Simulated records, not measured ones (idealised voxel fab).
Presented below is a process module, voxel self aligned vias.
The figure presents cross-section cut, which has a width of 185 nm and is divided into square cells with an edge length of 5 nm.
Each cross-section below is a grid of square cells, stated as bands in top-down order, with one or more rows of cells making up each band. Heads up on the band format: heights come first, top then bottom, in nm. After that it's the materials left to right, each with its width in nm. A single material flagged "everywhere" fills the whole band edge to edge, and "blank" means there's empty space there. Heights from 0 (as-received wafer is one material below). Bottom band endless downward, as "0..down". The width entry "30->40" should be interpreted row by row: the top row of cells in the band takes the first number, the bottom row takes the second number, and the change between adjacent rows is uniform throughout. "no modification" for a step: no cell of the cross-section changed in that step. Any empty space of 8 cells or more lacking an open way to the top shows up in "Closed-off voids" as width x height at distance, distance from the left edge, in nm. Heads up: the bit after the settings on a step's line is the simulator's remark on that step. overlay nm: for a step with a mask, the amount by which the mask lay right of where it was planned; a negative amount means left of it.

Intended process steps:
1: RECEIVE (material Si)
2: CONFORMAL_DEP (material SiO2; thk nm 10)
3: CONFORMAL_DEP (material SiCN; thk nm 5)
4: DIRECTIONAL_DEP (material SiO2; thk nm 25)
5: PATTERN (tone open; mask id LINES; material resist; width nm 25; pitch nm 55; thk nm 20; overlay nm 0)
6: DIRECTIONAL_ETCH (etch materials SiO2; depth nm 25)
7: STRIP (etch materials resist)
8: CONFORMAL_DEP (material TiN; thk nm 5)
9: FILL_DEP (material Ru; thk nm 5)
10: CMP (height nm 40)
11: SELECTIVE_ETCH (etch materials W Ru TiN; depth nm 5)
12: FILL_DEP (material SiN; thk nm 5)
13: CMP (height nm 40)
14: DIRECTIONAL_DEP (material SiO2; thk nm 15)
15: DIRECTIONAL_DEP (material aC; thk nm 10)
16: PATTERN (tone open; mask id VIAS; material resist; width nm 25; thk nm 30; overlay nm 0)
17: DIRECTIONAL_ETCH (etch materials aC; depth nm 10)
18: STRIP (etch materials resist)
19: DIRECTIONAL_ETCH (etch materials SiO2; depth nm 15)
20: DIRECTIONAL_ETCH (etch materials SiN; depth nm 5)
21: STRIP (etch materials aC)
22: CONFORMAL_DEP (material TiN; thk nm 5)
23: FILL_DEP (material Cu; thk nm 5)
24: CMP (height nm 55)
25: CONFORMAL_DEP (material SiN; thk nm 5)
Same starting wafers, different width nm at step 16. Plan value belongs to the first wafer.

This is how the first of several wafers looked in cross-section when it arrived, which is after step 1:
> 0..down | Si everywhere
> Closed-off voids: none

Per wafer, end of module: cells gained (+) or lost (-) per material since receipt, then closed voids:
width nm 25, +9 Cu, +18 Ru, +37 SiCN, +42 SiN, +305 SiO2, +33 TiN, Closed-off voids: none
width nm 30, +11 Cu, +18 Ru, +37 SiCN, +42 SiN, +302 SiO2, +34 TiN, Closed-off voids: none
width nm 35, +13 Cu, +18 Ru, +37 SiCN, +42 SiN, +299 SiO2, +35 TiN, Closed-off voids: none
width nm 40, +15 Cu, +18 Ru, +37 SiCN, +42 SiN, +296 SiO2, +36 TiN, Closed-off voids: none
width nm 45, +17 Cu, +18 Ru, +37 SiCN, +42 SiN, +293 SiO2, +37 TiN, Closed-off voids: none
width nm 50, +19 Cu, +18 Ru, +37 SiCN, +42 SiN, +290 SiO2, +38 TiN, Closed-off voids: none
